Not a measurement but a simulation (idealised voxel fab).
The name of this process module is voxel gate over fins.
240 nm wide, 5 nm square cells: that's cross-section cut.
We lay out every cross-section as a grid of square cells and spell it out in bands from the top down, where one band means one or more rows of cells.
Quick guide to a band line: top height, bottom height (nm) up front; then every material left to right with its width in nm. Only one material and it's marked "edge to edge"? Then it fills the band edge to edge. And "empty" just means empty space.
The level at which height equals 0 is the one under which the wafer, as it arrives, is entirely one material. No lower edge exists for the bottom band, which continues downward and is notated as in "0 down".
Width "30..40": first value at the band's top row of cells, second value at its bottom row, equal change from row to row.
Given "no modification" for a step, no cell of the cross-section differs between before and after that step.
Any empty space of 8 cells or more lacking an open way to the top shows up in "Sealed internal cavities" as width x height at distance, distance from the left edge, in nm.
Formally, on a step line, whatever follows the settings is a remark that the simulator itself makes on the step.
The optional step-line setting "overlay nm" applies to steps with a mask and quantifies how far to the right of its planned location the mask lay, a negative value indicating leftward placement.

[Set out below are the planned steps of the process]
1. RECEIVE with material Si
2. CONFORMAL_DEP with material SiN, thk nm 5
3. PATTERN with tone cover, mask id FINS, material resist, width nm 15, pitch nm 55, thk nm 20, overlay nm 0
4. DIRECTIONAL_ETCH with etch materials SiN, depth nm 5
5. DIRECTIONAL_ETCH with etch materials Si, depth nm 35
6. STRIP with etch materials resist
7. OXIDIZE with depth nm 5
8. FILL_DEP with material SiO2, thk nm 15
9. CMP with height nm 5
10. MASKED_ETCH with tone open, mask id RAIL, width nm 15, etch materials SiO2, depth nm 35, overlay nm 0
11. CONFORMAL_DEP with material TiN, thk nm 5
12. FILL_DEP with material Ru, thk nm 10
13. CMP with height nm 5
14. SELECTIVE_ETCH with etch materials W Ru TiN, depth nm 25
15. FILL_DEP with material SiO2, thk nm 5
16. CMP with height nm 5
17. SELECTIVE_ETCH with etch materials SiO2, depth nm 15
18. STRIP with etch materials SiN
19. CONFORMAL_DEP with material HfO2, thk nm 5
20. CONFORMAL_DEP with material TiN, thk nm 5
21. CONFORMAL_DEP with material TiAl, thk nm 5
22. CONFORMAL_DEP with material TiN, thk nm 5
23. FILL_DEP with material W, thk nm 10
24. CMP with height nm 25
25. CONFORMAL_DEP with material SiCN, thk nm 10
The wafers in this document start out alike and differ in the width nm applied at step 10; the plan shows the value used for the first wafer.

[The as-received cross-section of the first of several wafers corresponds to the state after step 1]
	0 down  Si edge to edge
	Sealed internal cavities: none

[Per wafer (row), end of module: delta in cells per material since receipt, (+) for gained, (-) for lost; closed voids after that]
width nm 15, +56 HfO2, +1 Ru, -368 Si, +96 SiCN, +270 SiO2, +56 TiAl, +117 TiN, +108 W, Sealed internal cavities: none
width nm 20, +56 HfO2, +2 Ru, -368 Si, +96 SiCN, +268 SiO2, +56 TiAl, +118 TiN, +108 W, Sealed internal cavities: none
width nm 25, +56 HfO2, +3 Ru, -368 Si, +96 SiCN, +266 SiO2, +56 TiAl, +119 TiN, +108 W, Sealed internal cavities: none
width nm 30, +56 HfO2, +4 Ru, -368 Si, +96 SiCN, +264 SiO2, +56 TiAl, +120 TiN, +108 W, Sealed internal cavities: none
